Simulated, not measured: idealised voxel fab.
voxel local oxidation: a process module
The cross-section shown here is cut; it is 175 nm wide and divided into square cells measuring 5 nm on a side.
Heads up, the way a cross-section reads in here is a grid of square cells, handed over as bands from the top down, with every band being one or more rows of cells.
Band entry format. Leading values: height of top, height of bottom, nm. Remainder: materials in left-to-right order, each with its width in nm. Special words: "full width" on a single material, which then fills the band edge to edge; "empty", empty space.
Height is counted from the level 0, under which the received wafer is composed throughout of one material. The lowest of the bands is not closed at the bottom but continues downward, in the notation "top 0, no bottom".
So if you see something like "30..40" for the width, read it as the top row of the band sitting at the first number and the bottom row at the second, with every row in between moving by the same amount as the last.
"changes: none" (step): cross-section cells unchanged, all of them.
Look at "Closed cavities" for the closed voids: empty spaces with no open path to the top, sized 8 cells or up. Each is width x height at distance, distance from the left edge, all nm.
Where a step's line continues beyond its settings, the continuation is a remark by the simulator itself on that step.
overlay nm: for a step with a mask, the amount by which the mask lay right of where it was planned; a negative amount means left of it.
## Planned process steps
1. RECEIVE, material Si
2. OXIDIZE, depth nm 5
3. CONFORMAL_DEP, material SiN, thk nm 15
4. PATTERN, tone cover, mask id ACTIVE, material resist, width nm 95, thk nm 20, overlay nm 0
5. DIRECTIONAL_ETCH, etch materials SiN, depth nm 15
6. STRIP, etch materials resist
7. SELECTIVE_ETCH, etch materials SiO2, depth nm 5
8. OXIDIZE, depth nm 15
9. STRIP, etch materials SiN
## As received (post step 1): cross-section
- top 0, no bottom | Si full width
- Closed cavities: none
## One mistake in running the module, otherwise start and plan as above: cross-section at the end
- top 0, bottom -5 | SiO2: 35; empty: 105; SiO2: 35
- top -5, bottom -20 | Si: 20; SiO2: 135; Si: 20
- top -20, no bottom | Si full width
- Closed cavities: none
Nonconformance to the process plan: the process deviated at step 4: the operation and settings actually run there were PATTERN, tone open, mask id ACTIVE, material resist, width nm 95, thk nm 20, overlay nm 0
